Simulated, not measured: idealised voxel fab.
process module | voxel fin reveal
cross-section cut | 230 nm wide | cells 5 nm
A cross-section is a grid of square cells, given in bands from the top down. A band is one or more rows of cells.
Each band's line starts with the height of the band's top and of its bottom, in nm. Then come its materials from left to right, each with its width in nm. One material with "throughout" fills the band from edge to edge. "air" is empty space.
Height 0 is the level under which the wafer as received is all one material. The lowest band goes on downwards, as in "0 down".
A width such as "30 to 40" changes by the same amount from each row of cells to the next, from the band's top row to its bottom row.
"no change" after a step means that no cell of the cross-section changed.
closed voids: empty space of 8 cells or more with no open way to the top, each as width x height at its distance from the left edge, in nm
after a step's settings: what the simulator itself notes on the step
overlay nm, on a step with a mask: how far to the right of its planned place the mask lay; to the left if negative
Each pair below shows a cross-section before one step and the cross-section after it, down to the lowest band that changed. The line under each pair gives the step between them, with its settings. The pairs can come from different runs of this module on the same starting wafer, so a pair continues from the pair above only where its "before" says so.
before
  0 down: Si throughout
  closed voids: none
after
  5 to 0: SiN throughout
  below 0: unchanged
  closed voids: none
the step between: op CONFORMAL_DEP | material SiN | thk nm 5
before: the cross-section after the pair above
after
  20 to 5: aC throughout
  below 5: unchanged
  closed voids: none
the step between: op DIRECTIONAL_DEP | material aC | thk nm 15
before: the cross-section after the pair above
after
  55 to 20: air 70 | resist 15 | air 20 | resist 15 | air 20 | resist 15 | air 75
  below 20: unchanged
  closed voids: none
the step between: op PATTERN | tone cover | mask id FINS | material resist | width nm 15 | pitch nm 35 | thk nm 35 | overlay nm 0
before: the cross-section after the pair above
after
  40 to 20: air 70 | resist 15 | air 20 | resist 15 | air 20 | resist 15 | air 75
  20 to 5: air 70 | aC 15 | air 20 | aC 15 | air 20 | aC 15 | air 75
  below 5: unchanged
  closed voids: none
the step between: op DIRECTIONAL_ETCH | etch materials aC | depth nm 15
before: the cross-section after the pair above
after
  20 to 5: air 70 | aC 15 | air 20 | aC 15 | air 20 | aC 15 | air 75
  below 5: unchanged
  closed voids: none
the step between: op STRIP | etch materials resist
before: the cross-section after the pair above
after
  20 to 5: air 70 | aC 15 | air 20 | aC 15 | air 20 | aC 15 | air 75
  5 to 0: air 70 | SiN 15 | air 20 | SiN 15 | air 20 | SiN 15 | air 75
  below 0: unchanged
  closed voids: none
the step between: op DIRECTIONAL_ETCH | etch materials SiN | depth nm 5
before: the cross-section after the pair above
after
  20 to 5: air 70 | aC 15 | air 20 | aC 15 | air 20 | aC 15 | air 75
  5 to 0: air 70 | SiN 15 | air 20 | SiN 15 | air 20 | SiN 15 | air 75
  0 to -30: air 70 | Si 15 | air 20 | Si 15 | air 20 | Si 15 | air 75
  below -30: unchanged
  closed voids: none
the step between: op DIRECTIONAL_ETCH | etch materials Si | depth nm 30
before: the cross-section after the pair above
after
  5 to 0: air 70 | SiN 15 | air 20 | SiN 15 | air 20 | SiN 15 | air 75
  below 0: unchanged
  closed voids: none
the step between: op STRIP | etch materials aC
before: the cross-section after the pair above
after
  15 to 5: SiO2 throughout
  5 to 0: SiO2 70 | SiN 15 | SiO2 20 | SiN 15 | SiO2 20 | SiN 15 | SiO2 75
  0 to -30: SiO2 70 | Si 15 | SiO2 20 | Si 15 | SiO2 20 | Si 15 | SiO2 75
  below -30: unchanged
  closed voids: none
the step between: op FILL_DEP | material SiO2 | thk nm 10
before: the cross-section after the pair above
after
  5 to 0: SiO2 70 | SiN 15 | SiO2 20 | SiN 15 | SiO2 20 | SiN 15 | SiO2 75
  below 0: unchanged
  closed voids: none
the step between: op CMP | height nm 5
before: the cross-section after the pair above
after
  5 to 0: air 70 | SiN 15 | air 20 | SiN 15 | air 20 | SiN 15 | air 75
  0 to -20: air 70 | Si 15 | air 20 | Si 15 | air 20 | Si 15 | air 75
  below -20: unchanged
  closed voids: none
the step between: op SELECTIVE_ETCH | etch materials SiO2 | depth nm 25
before: the cross-section after the pair above
after
  0 to -20: air 70 | Si 15 | air 20 | Si 15 | air 20 | Si 15 | air 75
  below -20: unchanged
  closed voids: none
the step between: op STRIP | etch materials SiN
before: the cross-section after the pair above
after
  5 to 0: air 65 | HfO2 25 | air 10 | HfO2 25 | air 10 | HfO2 25 | air 70
  0 to -15: air 65 | HfO2 5 | Si 15 | HfO2 5 | air 10 | HfO2 5 | Si 15 | HfO2 5 | air 10 | HfO2 5 | Si 15 | HfO2 5 | air 70
  -15 to -20: HfO2 70 | Si 15 | HfO2 20 | Si 15 | HfO2 20 | Si 15 | HfO2 75
  below -20: unchanged
  closed voids: none
the step between: op CONFORMAL_DEP | material HfO2 | thk nm 5
before
  20 to 5: air 70 | aC 15 | air 20 | aC 15 | air 20 | aC 15 | air 75
  5 to 0: air 70 | SiN 15 | air 20 | SiN 15 | air 20 | SiN 15 | air 75
  0 to -30: air 70 | Si 15 | air 20 | Si 15 | air 20 | Si 15 | air 75
  -30 down: Si throughout
  closed voids: none
after
  20 to 5: air 70 | aC 15 | air 20 | aC 15 | air 20 | aC 15 | air 75
  5 to 0: air 70 | SiN 15 | air 20 | SiN 15 | air 20 | SiN 15 | air 75
  0 to -60: air 70 | Si 15 | air 20 | Si 15 | air 20 | Si 15 | air 75
  below -60: unchanged
  closed voids: none
the step between: op DIRECTIONAL_ETCH | etch materials Si | depth nm 30
before: the cross-section after the pair above
after
  5 to 0: air 70 | SiN 15 | air 20 | SiN 15 | air 20 | SiN 15 | air 75
  below 0: unchanged
  closed voids: none
the step between: op STRIP | etch materials aC
before: the cross-section after the pair above
after
  15 to 5: SiO2 throughout
  5 to 0: SiO2 70 | SiN 15 | SiO2 20 | SiN 15 | SiO2 20 | SiN 15 | SiO2 75
  0 to -60: SiO2 70 | Si 15 | SiO2 20 | Si 15 | SiO2 20 | Si 15 | SiO2 75
  below -60: unchanged
  closed voids: none
the step between: op FILL_DEP | material SiO2 | thk nm 10
before: the cross-section after the pair above
after
  5 to 0: SiO2 70 | SiN 15 | SiO2 20 | SiN 15 | SiO2 20 | SiN 15 | SiO2 75
  below 0: unchanged
  closed voids: none
the step between: op CMP | height nm 5
before: the cross-section after the pair above
after
  5 to 0: air 70 | SiN 15 | air 20 | SiN 15 | air 20 | SiN 15 | air 75
  0 to -20: air 70 | Si 15 | air 20 | Si 15 | air 20 | Si 15 | air 75
  below -20: unchanged
  closed voids: none
the step between: op SELECTIVE_ETCH | etch materials SiO2 | depth nm 25
before: the cross-section after the pair above
after
  0 to -20: air 70 | Si 15 | air 20 | Si 15 | air 20 | Si 15 | air 75
  below -20: unchanged
  closed voids: none
the step between: op STRIP | etch materials SiN
before: the cross-section after the pair above
after
  5 to 0: air 65 | HfO2 25 | air 10 | HfO2 25 | air 10 | HfO2 25 | air 70
  0 to -15: air 65 | HfO2 5 | Si 15 | HfO2 5 | air 10 | HfO2 5 | Si 15 | HfO2 5 | air 10 | HfO2 5 | Si 15 | HfO2 5 | air 70
  -15 to -20: HfO2 70 | Si 15 | HfO2 20 | Si 15 | HfO2 20 | Si 15 | HfO2 75
  below -20: unchanged
  closed voids: none
the step between: op CONFORMAL_DEP | material HfO2 | thk nm 5
before
  5 to 0: SiO2 70 | SiN 15 | SiO2 20 | SiN 15 | SiO2 20 | SiN 15 | SiO2 75
  0 to -30: SiO2 70 | Si 15 | SiO2 20 | Si 15 | SiO2 20 | Si 15 | SiO2 75
  -30 down: Si throughout
  closed voids: none
after
  5 to 0: SiO2 70 | air 15 | SiO2 20 | air 15 | SiO2 20 | air 15 | SiO2 75
  below 0: unchanged
  closed voids: none
the step between: op STRIP | etch materials SiN
before: the cross-section after the pair above
after
  0 to -20: air 70 | Si 15 | air 20 | Si 15 | air 20 | Si 15 | air 75
  -20 to -25: SiO2 45 | air 25 | Si 15 | air 20 | Si 15 | air 20 | Si 15 | air 25 | SiO2 50
  below -25: unchanged
  closed voids: none
the step between: op SELECTIVE_ETCH | etch materials SiO2 | depth nm 25
before: the cross-section after the pair above
after
  5 to 0: air 65 | HfO2 25 | air 10 | HfO2 25 | air 10 | HfO2 25 | air 70
  0 to -15: air 65 | HfO2 5 | Si 15 | HfO2 5 | air 10 | HfO2 5 | Si 15 | HfO2 5 | air 10 | HfO2 5 | Si 15 | HfO2 5 | air 70
  -15 to -20: HfO2 50 | air 15 | HfO2 5 | Si 15 | HfO2 5 | air 10 | HfO2 5 | Si 15 | HfO2 5 | air 10 | HfO2 5 | Si 15 | HfO2 5 | air 15 | HfO2 55
  -20 to -25: SiO2 45 | HfO2 25 | Si 15 | HfO2 20 | Si 15 | HfO2 20 | Si 15 | HfO2 25 | SiO2 50
  below -25: unchanged
  closed voids: none
the step between: op CONFORMAL_DEP | material HfO2 | thk nm 5
before
  0 to -20: air 70 | Si 15 | air 20 | Si 15 | air 20 | Si 15 | air 75
  -20 to -30: SiO2 70 | Si 15 | SiO2 20 | Si 15 | SiO2 20 | Si 15 | SiO2 75
  -30 down: Si throughout
  closed voids: none
after
  15 to 0: air 55 | HfO2 115 | air 60
  0 to -5: air 55 | HfO2 15 | Si 15 | HfO2 20 | Si 15 | HfO2 20 | Si 15 | HfO2 15 | air 60
  -5 to -20: HfO2 70 | Si 15 | HfO2 20 | Si 15 | HfO2 20 | Si 15 | HfO2 75
  below -20: unchanged
  closed voids: none
the step between: op CONFORMAL_DEP | material HfO2 | thk nm 15
before
  20 to 5: aC throughout
  5 to 0: SiN throughout
  0 down: Si throughout
  closed voids: none
after
  55 to 20: air 70 | resist 20 | air 15 | resist 20 | air 15 | resist 20 | air 70
  below 20: unchanged
  closed voids: none
the step between: op PATTERN | tone cover | mask id FINS | material resist | width nm 20 | pitch nm 35 | thk nm 35 | overlay nm 0
before: the cross-section after the pair above
after
  40 to 20: air 70 | resist 20 | air 15 | resist 20 | air 15 | resist 20 | air 70
  20 to 5: air 70 | aC 20 | air 15 | aC 20 | air 15 | aC 20 | air 70
  below 5: unchanged
  closed voids: none
the step between: op DIRECTIONAL_ETCH | etch materials aC | depth nm 15
before: the cross-section after the pair above
after
  20 to 5: air 70 | aC 20 | air 15 | aC 20 | air 15 | aC 20 | air 70
  below 5: unchanged
  closed voids: none
the step between: op STRIP | etch materials resist
before: the cross-section after the pair above
after
  20 to 5: air 70 | aC 20 | air 15 | aC 20 | air 15 | aC 20 | air 70
  5 to 0: air 70 | SiN 20 | air 15 | SiN 20 | air 15 | SiN 20 | air 70
  below 0: unchanged
  closed voids: none
the step between: op DIRECTIONAL_ETCH | etch materials SiN | depth nm 5
before: the cross-section after the pair above
after
  20 to 5: air 70 | aC 20 | air 15 | aC 20 | air 15 | aC 20 | air 70
  5 to 0: air 70 | SiN 20 | air 15 | SiN 20 | air 15 | SiN 20 | air 70
  0 to -30: air 70 | Si 20 | air 15 | Si 20 | air 15 | Si 20 | air 70
  below -30: unchanged
  closed voids: none
the step between: op DIRECTIONAL_ETCH | etch materials Si | depth nm 30
before: the cross-section after the pair above
after
  5 to 0: air 70 | SiN 20 | air 15 | SiN 20 | air 15 | SiN 20 | air 70
  below 0: unchanged
  closed voids: none
the step between: op STRIP | etch materials aC
before: the cross-section after the pair above
after
  15 to 5: SiO2 throughout
  5 to 0: SiO2 70 | SiN 20 | SiO2 15 | SiN 20 | SiO2 15 | SiN 20 | SiO2 70
  0 to -30: SiO2 70 | Si 20 | SiO2 15 | Si 20 | SiO2 15 | Si 20 | SiO2 70
  below -30: unchanged
  closed voids: none
the step between: op FILL_DEP | material SiO2 | thk nm 10
before: the cross-section after the pair above
after
  5 to 0: SiO2 70 | SiN 20 | SiO2 15 | SiN 20 | SiO2 15 | SiN 20 | SiO2 70
  below 0: unchanged
  closed voids: none
the step between: op CMP | height nm 5
before: the cross-section after the pair above
after
  5 to 0: air 70 | SiN 20 | air 15 | SiN 20 | air 15 | SiN 20 | air 70
  0 to -20: air 70 | Si 20 | air 15 | Si 20 | air 15 | Si 20 | air 70
  below -20: unchanged
  closed voids: none
the step between: op SELECTIVE_ETCH | etch materials SiO2 | depth nm 25
before: the cross-section after the pair above
after
  0 to -20: air 70 | Si 20 | air 15 | Si 20 | air 15 | Si 20 | air 70
  below -20: unchanged
  closed voids: none
the step between: op STRIP | etch materials SiN
before: the cross-section after the pair above
after
  5 to 0: air 65 | HfO2 30 | air 5 | HfO2 30 | air 5 | HfO2 30 | air 65
  0 to -15: air 65 | HfO2 5 | Si 20 | HfO2 5 | air 5 | HfO2 5 | Si 20 | HfO2 5 | air 5 | HfO2 5 | Si 20 | HfO2 5 | air 65
  -15 to -20: HfO2 70 | Si 20 | HfO2 15 | Si 20 | HfO2 15 | Si 20 | HfO2 70
  below -20: unchanged
  closed voids: none
the step between: op CONFORMAL_DEP | material HfO2 | thk nm 5
before
  20 to 5: aC throughout
  5 to 0: SiN throughout
  0 down: Si throughout
  closed voids: none
after
  55 to 20: air 65 | resist 15 | air 20 | resist 15 | air 20 | resist 15 | air 80
  below 20: unchanged
  closed voids: none
the step between: op PATTERN | tone cover | mask id FINS | material resist | width nm 15 | pitch nm 35 | thk nm 35 | overlay nm -5
before: the cross-section after the pair above
after
  40 to 20: air 65 | resist 15 | air 20 | resist 15 | air 20 | resist 15 | air 80
  20 to 5: air 65 | aC 15 | air 20 | aC 15 | air 20 | aC 15 | air 80
  below 5: unchanged
  closed voids: none
the step between: op DIRECTIONAL_ETCH | etch materials aC | depth nm 15
before: the cross-section after the pair above
after
  20 to 5: air 65 | aC 15 | air 20 | aC 15 | air 20 | aC 15 | air 80
  below 5: unchanged
  closed voids: none
the step between: op STRIP | etch materials resist
before: the cross-section after the pair above
after
  20 to 5: air 65 | aC 15 | air 20 | aC 15 | air 20 | aC 15 | air 80
  5 to 0: air 65 | SiN 15 | air 20 | SiN 15 | air 20 | SiN 15 | air 80
  below 0: unchanged
  closed voids: none
the step between: op DIRECTIONAL_ETCH | etch materials SiN | depth nm 5
before: the cross-section after the pair above
after
  20 to 5: air 65 | aC 15 | air 20 | aC 15 | air 20 | aC 15 | air 80
  5 to 0: air 65 | SiN 15 | air 20 | SiN 15 | air 20 | SiN 15 | air 80
  0 to -30: air 65 | Si 15 | air 20 | Si 15 | air 20 | Si 15 | air 80
  below -30: unchanged
  closed voids: none
the step between: op DIRECTIONAL_ETCH | etch materials Si | depth nm 30
before: the cross-section after the pair above
after
  5 to 0: air 65 | SiN 15 | air 20 | SiN 15 | air 20 | SiN 15 | air 80
  below 0: unchanged
  closed voids: none
the step between: op STRIP | etch materials aC
before: the cross-section after the pair above
after
  15 to 5: SiO2 throughout
  5 to 0: SiO2 65 | SiN 15 | SiO2 20 | SiN 15 | SiO2 20 | SiN 15 | SiO2 80
  0 to -30: SiO2 65 | Si 15 | SiO2 20 | Si 15 | SiO2 20 | Si 15 | SiO2 80
  below -30: unchanged
  closed voids: none
the step between: op FILL_DEP | material SiO2 | thk nm 10
before: the cross-section after the pair above
after
  5 to 0: SiO2 65 | SiN 15 | SiO2 20 | SiN 15 | SiO2 20 | SiN 15 | SiO2 80
  below 0: unchanged
  closed voids: none
the step between: op CMP | height nm 5
before: the cross-section after the pair above
after
  5 to 0: air 65 | SiN 15 | air 20 | SiN 15 | air 20 | SiN 15 | air 80
  0 to -20: air 65 | Si 15 | air 20 | Si 15 | air 20 | Si 15 | air 80
  below -20: unchanged
  closed voids: none
the step between: op SELECTIVE_ETCH | etch materials SiO2 | depth nm 25
before: the cross-section after the pair above
after
  0 to -20: air 65 | Si 15 | air 20 | Si 15 | air 20 | Si 15 | air 80
  below -20: unchanged
  closed voids: none
the step between: op STRIP | etch materials SiN
before: the cross-section after the pair above
after
  5 to 0: air 60 | HfO2 25 | air 10 | HfO2 25 | air 10 | HfO2 25 | air 75
  0 to -15: air 60 | HfO2 5 | Si 15 | HfO2 5 | air 10 | HfO2 5 | Si 15 | HfO2 5 | air 10 | HfO2 5 | Si 15 | HfO2 5 | air 75
  -15 to -20: HfO2 65 | Si 15 | HfO2 20 | Si 15 | HfO2 20 | Si 15 | HfO2 80
  below -20: unchanged
  closed voids: none
the step between: op CONFORMAL_DEP | material HfO2 | thk nm 5
before
  5 to 0: air 70 | SiN 15 | air 20 | SiN 15 | air 20 | SiN 15 | air 75
  0 to -30: air 70 | Si 15 | air 20 | Si 15 | air 20 | Si 15 | air 75
  -30 down: Si throughout
  closed voids: none
after
  15 to 5: HfO2 throughout
  5 to 0: HfO2 70 | SiN 15 | HfO2 20 | SiN 15 | HfO2 20 | SiN 15 | HfO2 75
  0 to -30: HfO2 70 | Si 15 | HfO2 20 | Si 15 | HfO2 20 | Si 15 | HfO2 75
  below -30: unchanged
  closed voids: none
the step between: op FILL_DEP | material HfO2 | thk nm 10
before: the cross-section after the pair above
after
  5 to 0: HfO2 70 | SiN 15 | HfO2 20 | SiN 15 | HfO2 20 | SiN 15 | HfO2 75
  below 0: unchanged
  closed voids: none
the step between: op CMP | height nm 5
before: the cross-section after the pair above
after
  5 to 0: HfO2 70 | air 15 | HfO2 20 | air 15 | HfO2 20 | air 15 | HfO2 75
  below 0: unchanged
  closed voids: none
the step between: op STRIP | etch materials SiN
before: the cross-section after the pair above
after
  10 to 5: HfO2 75 | air 5 | HfO2 30 | air 5 | HfO2 30 | air 5 | HfO2 80
  5 to 0: HfO2 throughout
  below 0: unchanged
  closed voids: none
the step between: op CONFORMAL_DEP | material HfO2 | thk nm 5
before
  20 to 5: aC throughout
  5 to 0: SiN throughout
  0 down: Si throughout
  closed voids: none
after
  55 to 20: resist 70 | air 15 | resist 20 | air 15 | resist 20 | air 15 | resist 75
  below 20: unchanged
  closed voids: none
the step between: op PATTERN | tone open | mask id FINS | material resist | width nm 15 | pitch nm 35 | thk nm 35 | overlay nm 0
before: the cross-section after the pair above
after
  40 to 20: resist 70 | air 15 | resist 20 | air 15 | resist 20 | air 15 | resist 75
  20 to 5: aC 70 | air 15 | aC 20 | air 15 | aC 20 | air 15 | aC 75
  below 5: unchanged
  closed voids: none
the step between: op DIRECTIONAL_ETCH | etch materials aC | depth nm 15
before: the cross-section after the pair above
after
  20 to 5: aC 70 | air 15 | aC 20 | air 15 | aC 20 | air 15 | aC 75
  below 5: unchanged
  closed voids: none
the step between: op STRIP | etch materials resist
before: the cross-section after the pair above
after
  20 to 5: aC 70 | air 15 | aC 20 | air 15 | aC 20 | air 15 | aC 75
  5 to 0: SiN 70 | air 15 | SiN 20 | air 15 | SiN 20 | air 15 | SiN 75
  below 0: unchanged
  closed voids: none
the step between: op DIRECTIONAL_ETCH | etch materials SiN | depth nm 5
before: the cross-section after the pair above
after
  20 to 5: aC 70 | air 15 | aC 20 | air 15 | aC 20 | air 15 | aC 75
  5 to 0: SiN 70 | air 15 | SiN 20 | air 15 | SiN 20 | air 15 | SiN 75
  0 to -30: Si 70 | air 15 | Si 20 | air 15 | Si 20 | air 15 | Si 75
  below -30: unchanged
  closed voids: none
the step between: op DIRECTIONAL_ETCH | etch materials Si | depth nm 30
before: the cross-section after the pair above
after
  5 to 0: SiN 70 | air 15 | SiN 20 | air 15 | SiN 20 | air 15 | SiN 75
  below 0: unchanged
  closed voids: none
the step between: op STRIP | etch materials aC
before: the cross-section after the pair above
after
  15 to 5: SiO2 throughout
  5 to 0: SiN 70 | SiO2 15 | SiN 20 | SiO2 15 | SiN 20 | SiO2 15 | SiN 75
  0 to -30: Si 70 | SiO2 15 | Si 20 | SiO2 15 | Si 20 | SiO2 15 | Si 75
  below -30: unchanged
  closed voids: none
the step between: op FILL_DEP | material SiO2 | thk nm 10
before: the cross-section after the pair above
after
  5 to 0: SiN 70 | SiO2 15 | SiN 20 | SiO2 15 | SiN 20 | SiO2 15 | SiN 75
  below 0: unchanged
  closed voids: none
the step between: op CMP | height nm 5
before: the cross-section after the pair above
after
  5 to 0: SiN 70 | air 15 | SiN 20 | air 15 | SiN 20 | air 15 | SiN 75
  0 to -20: Si 70 | air 15 | Si 20 | air 15 | Si 20 | air 15 | Si 75
  below -20: unchanged
  closed voids: none
the step between: op SELECTIVE_ETCH | etch materials SiO2 | depth nm 25
before: the cross-section after the pair above
after
  0 to -20: Si 70 | air 15 | Si 20 | air 15 | Si 20 | air 15 | Si 75
  below -20: unchanged
  closed voids: none
the step between: op STRIP | etch materials SiN
before: the cross-section after the pair above
after
  5 to 0: HfO2 75 | air 5 | HfO2 30 | air 5 | HfO2 30 | air 5 | HfO2 80
  0 to -15: Si 70 | HfO2 5 | air 5 | HfO2 5 | Si 20 | HfO2 5 | air 5 | HfO2 5 | Si 20 | HfO2 5 | air 5 | HfO2 5 | Si 75
  -15 to -20: Si 70 | HfO2 15 | Si 20 | HfO2 15 | Si 20 | HfO2 15 | Si 75
  below -20: unchanged
  closed voids: none
the step between: op CONFORMAL_DEP | material HfO2 | thk nm 5
